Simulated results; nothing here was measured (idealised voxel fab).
The process module that follows is named voxel air gaps.
The figure presents cross-section cut, which has a width of 285 nm and is divided into square cells with an edge length of 5 nm.
Reading order for cross-sections: top band down to bottom band. Underlying form: a grid of square cells. Band size: one or more rows of cells.
Quick guide to a band line: top height, bottom height (nm) up front; then every material left to right with its width in nm. Only one material and it's marked "everywhere"? Then it fills the band edge to edge. And "empty" just means empty space.
The level at which height equals 0 is the one under which the wafer, as it arrives, is entirely one material. No lower edge exists for the bottom band, which continues downward and is notated as in "0 and below".
A width such as "30 to 40" changes by the same amount from each row of cells to the next, from the band's top row to its bottom row.
You'll sometimes find "no modifications" written for a step, and that's the way of saying that nowhere in the cross-section did a cell change during that step.
For the entry "Trapped voids", the listed items are empty spaces with no open way to the top whose size is 8 cells or more; each item follows the pattern width x height at distance, where distance is from the left edge and all three are in nm.
Anything after a step's settings on that line? It's the simulator's own note about the step.
For masked steps, "overlay nm" on the step line gives how far right of plan the mask actually lay; a minus sign means it lay to the left.
[Intended process steps]
step 1: op RECEIVE | material Si
step 2: op CONFORMAL_DEP | material SiO2 | thk nm 10
step 3: op CONFORMAL_DEP | material SiN | thk nm 5
step 4: op DIRECTIONAL_DEP | material lowk | thk nm 30
step 5: op MASKED_ETCH | tone open | mask id LINES | width nm 25 | pitch nm 50 | etch materials lowk | depth nm 30 | overlay nm 0
step 6: op CONFORMAL_DEP | material TiN | thk nm 5
step 7: op FILL_DEP | material Ru | thk nm 5
step 8: op CMP | height nm 45
step 9: op EPI | material Ru | thk nm 10
step 10: op SELECTIVE_ETCH | etch materials lowk | depth nm 40
step 11: op CONFORMAL_DEP | material SiCN | thk nm 5
[Here's what the wafer looked like in cross-section when it arrived - that's after step 1]
0 and below  Si everywhere
Trapped voids: none
[Figure: cross-sectional view of the wafer upon completion of the module, processed from the initial state and according to the plan depicted above, with one error introduced during execution]
60 down to 55  empty: 65  SiCN: 155  empty: 65
55 down to 45  empty: 65  SiCN: 5  Ru: 45  SiCN: 5  Ru: 45  SiCN: 5  Ru: 45  SiCN: 5  empty: 65
45 down to 40  empty: 65  SiCN: 15  TiN: 5  Ru: 15  TiN: 5  SiCN: 25  TiN: 5  Ru: 15  TiN: 5  SiCN: 25  TiN: 5  Ru: 15  TiN: 5  SiCN: 15  empty: 65
40 down to 30  empty: 75  SiCN: 5  TiN: 5  Ru: 15  TiN: 5  SiCN: 5  empty: 15  SiCN: 5  TiN: 5  Ru: 15  TiN: 5  SiCN: 5  empty: 15  SiCN: 5  TiN: 5  Ru: 15  TiN: 5  SiCN: 5  empty: 75
30 down to 25  SiCN: 80  TiN: 25  SiCN: 25  TiN: 25  SiCN: 25  TiN: 25  SiCN: 80
25 down to 10  SiN everywhere
10 down to 0  SiO2 everywhere
0 and below  Si everywhere
Trapped voids: none
What went wrong in running the wafer? not per plan at step 3, really ran op CONFORMAL_DEP | material SiN | thk nm 15
